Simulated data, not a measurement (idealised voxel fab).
The process module that follows is named voxel gate over fins.
Square cell edge 5 nm, section width 210 nm, ID cut.
This document writes a cross-section as a grid whose cells are square, and gives it as bands, listed from the top down; one or more rows of cells form a band.
For a band, the entry starts with two heights in nm, that of the top and then that of the bottom, and carries on with the band's materials in order from left to right, each alongside its width in nm; the word "edge to edge" beside a single material means it fills the band edge to edge, and "empty" means empty space.
Heights are expressed relative to 0, this being the level below which the as-received wafer comprises one material exclusively. The lowest band is unbounded in the downward direction and is denoted as in "0 down".
The two numbers in a width such as "30->40" mark its ends across the band: the first belongs to the top row of cells, the second to the bottom row, and from each row to the next the width moves by the same amount.
Step marked "no alterations made"? Then no cell in the cross-section changed in it.
Empty spaces without an open route to the top, at least 8 cells in extent, make up the entry "Closed void entries"; each is given as width x height at distance, where the distance is measured from the left edge, and all are in nm.
Past the settings on a step's line: simulator remark, on that step.
When a step includes a mask, the "overlay nm" setting on its line states how far to the right of its planned place that mask lay, and negative values state how far to the left.

**The process steps that were planned are listed below**
- 1: RECEIVE [material Si]
- 2: CONFORMAL_DEP [material SiN] [thk nm 5]
- 3: DIRECTIONAL_DEP [material aC] [thk nm 10]
- 4: PATTERN [tone cover] [mask id FINS] [material resist] [width nm 15] [pitch nm 40] [thk nm 30] [overlay nm 0]
- 5: DIRECTIONAL_ETCH [etch materials aC] [depth nm 10]
- 6: STRIP [etch materials resist]
- 7: DIRECTIONAL_ETCH [etch materials SiN] [depth nm 5]
- 8: DIRECTIONAL_ETCH [etch materials Si] [depth nm 40]
- 9: STRIP [etch materials aC]
- 10: OXIDIZE [depth nm 5]
- 11: FILL_DEP [material SiO2] [thk nm 10]
- 12: CMP [height nm 5]
- 13: SELECTIVE_ETCH [etch materials SiO2] [depth nm 20]
- 14: STRIP [etch materials SiN]
- 15: CONFORMAL_DEP [material HfO2] [thk nm 5]
- 16: CONFORMAL_DEP [material TiN] [thk nm 5]
- 17: CONFORMAL_DEP [material TiAl] [thk nm 5]
- 18: CONFORMAL_DEP [material TiN] [thk nm 5]
- 19: FILL_DEP [material W] [thk nm 10]
- 20: CMP [height nm 25]
- 21: CONFORMAL_DEP [material SiN] [thk nm 10]

**Step 1 complete: cross-section of the wafer as received**
0 down | Si edge to edge
Closed void entries: none

**Figure: cross-sectional view of the wafer upon completion of the module, processed from the initial state and according to the plan depicted above, with one error introduced during execution**
35 to 25 | SiN edge to edge
25 to 20 | W edge to edge
20 to 15 | W: 70; TiN: 85; W: 55
15 to 10 | W: 70; TiN: 5; TiAl: 35; TiN: 5; TiAl: 35; TiN: 5; W: 55
10 to 5 | W: 70; TiN: 5; TiAl: 5; TiN: 25; TiAl: 5; TiN: 5; TiAl: 5; TiN: 25; TiAl: 5; TiN: 5; W: 55
5 to 0 | TiN: 75; TiAl: 5; TiN: 5; HfO2: 15; TiN: 5; TiAl: 5; TiN: 5; TiAl: 5; TiN: 5; HfO2: 15; TiN: 5; TiAl: 5; TiN: 60
0 to -5 | TiAl: 80; TiN: 5; HfO2: 5; Si: 5; HfO2: 5; TiN: 5; TiAl: 15; TiN: 5; HfO2: 5; Si: 5; HfO2: 5; TiN: 5; TiAl: 65
-5 to -10 | TiN: 85; HfO2: 5; Si: 5; HfO2: 5; TiN: 25; HfO2: 5; Si: 5; HfO2: 5; TiN: 70
-10 to -15 | HfO2: 90; Si: 5; HfO2: 35; Si: 5; HfO2: 75
-15 to -45 | SiO2: 90; Si: 5; SiO2: 35; Si: 5; SiO2: 75
-45 down | Si edge to edge
Closed void entries: none
In executing the process, a mistake was made relative to the plan: step 4 went in with a setting other than planned; the actual run was PATTERN [tone cover] [mask id FINS] [material resist] [width nm 15] [pitch nm 40] [thk nm 30] [overlay nm 10]
